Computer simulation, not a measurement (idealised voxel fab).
Presented below is a process module, voxel capacitor over wiring.
Each square cell in cross-section cut measures 5 nm, and the section as a whole is 270 nm wide.
A cross-section is a grid of square cells, given in bands from the top down. A band is one or more rows of cells. Basically the band line says how high the top is and how high the bottom is, in nm, and then what's in it from left to right, every material with its width in nm. Empty space shows up as "empty", and if a single material carries "throughout" it runs the full band edge to edge. The reference from which all heights are counted is 0, the level beneath which the as-received wafer is entirely one material; the lowest band, having no lower bound, proceeds downward and is written after the example "0 down". Top row gets the first number, bottom row gets the second, and each row in between changes by the same step: that is how a band width like "30 to 40" works. Any step labelled "no modifications" changed none of the cells in the cross-section. "Voids, fully enclosed" enumerates empty spaces isolated from the top, with no open way to it, that contain at least 8 cells, giving each as width x height at distance from the left edge, all three in nm. The remark found on a step's line after its settings is issued by the simulator itself and pertains to that step. overlay nm: mask right of planned place by this much (step with mask). Neg. = left.
The following list gives the planned process steps:
1 RECEIVE: material Si
2 CONFORMAL_DEP: material SiO2, thk nm 15
3 CONFORMAL_DEP: material SiCN, thk nm 5
4 DIRECTIONAL_DEP: material lowk, thk nm 25
5 MASKED_ETCH: tone open, mask id METAL_1, width nm 20, pitch nm 90, etch materials lowk, depth nm 25, overlay nm 0
6 MASKED_ETCH: tone open, mask id METAL_1, width nm 20, pitch nm 90, etch materials SiCN, depth nm 5, overlay nm 0
7 CONFORMAL_DEP: material TiN, thk nm 5
8 FILL_DEP: material W, thk nm 5
9 CMP: height nm 45
10 CONFORMAL_DEP: material SiCN, thk nm 5
11 DIRECTIONAL_DEP: material lowk, thk nm 20
12 MASKED_ETCH: tone open, mask id PLUG_1, width nm 15, etch materials lowk, depth nm 20, overlay nm 0
13 MASKED_ETCH: tone open, mask id PLUG_1, width nm 15, etch materials SiCN, depth nm 5, overlay nm 0
14 CONFORMAL_DEP: material TiN, thk nm 5
15 FILL_DEP: material Ru, thk nm 5
16 CMP: height nm 70
17 DIRECTIONAL_DEP: material TiN, thk nm 10
18 DIRECTIONAL_DEP: material HfO2, thk nm 5
19 DIRECTIONAL_DEP: material TiN, thk nm 10
20 MASKED_ETCH: tone cover, mask id UPPER_PLATE, width nm 75, etch materials TiN, depth nm 10, overlay nm 0
21 MASKED_ETCH: tone cover, mask id UPPER_PLATE, width nm 75, etch materials HfO2, depth nm 5, overlay nm 0
22 PATTERN: tone cover, mask id LOWER_PLATE, material resist, width nm 85, thk nm 15, overlay nm 0
23 DIRECTIONAL_ETCH: etch materials TiN, depth nm 10
24 STRIP: etch materials resist
25 FILL_DEP: material SiO2, thk nm 15
26 CMP: height nm 105
27 DIRECTIONAL_DEP: material aC, thk nm 10
28 PATTERN: tone open, mask id PLUG_2, material resist, width nm 15, thk nm 30, overlay nm 0
29 DIRECTIONAL_ETCH: etch materials aC, depth nm 10
30 STRIP: etch materials resist
31 DIRECTIONAL_ETCH: etch materials SiO2, depth nm 10
32 STRIP: etch materials aC
33 CONFORMAL_DEP: material TiN, thk nm 5
34 FILL_DEP: material Ru, thk nm 5
35 CMP: height nm 105
36 CONFORMAL_DEP: material SiN, thk nm 5
Here's what the wafer looked like in cross-section when it arrived - that's after step 1:
  0 down = Si throughout
  Voids, fully enclosed: none
Final cross-section, module run with one mistake (start and plan as above):
  110 to 105 = SiN throughout
  105 to 100 = 95 nm SiO2; 5 nm TiN; 5 nm Ru; 5 nm TiN; 160 nm SiO2
  100 to 95 = 95 nm SiO2; 15 nm TiN; 160 nm SiO2
  95 to 85 = 90 nm SiO2; 70 nm TiN; 110 nm SiO2
  85 to 80 = 85 nm SiO2; 75 nm HfO2; 110 nm SiO2
  80 to 70 = 85 nm SiO2; 90 nm TiN; 95 nm SiO2
  70 to 50 = 85 nm lowk; 5 nm TiN; 5 nm Ru; 5 nm TiN; 170 nm lowk
  50 to 45 = 85 nm SiCN; 15 nm TiN; 170 nm SiCN
  45 to 20 = 80 nm lowk; 5 nm TiN; 10 nm W; 5 nm TiN; 70 nm lowk; 5 nm TiN; 10 nm W; 5 nm TiN; 80 nm lowk
  20 to 15 = 80 nm SiCN; 20 nm TiN; 70 nm SiCN; 20 nm TiN; 80 nm SiCN
  15 to 0 = SiO2 throughout
  0 down = Si throughout
  Voids, fully enclosed: none
The plan and the run diverged here: step 22 ran as: PATTERN: tone cover, mask id LOWER_PLATE, material resist, width nm 85, thk nm 15, overlay nm 10
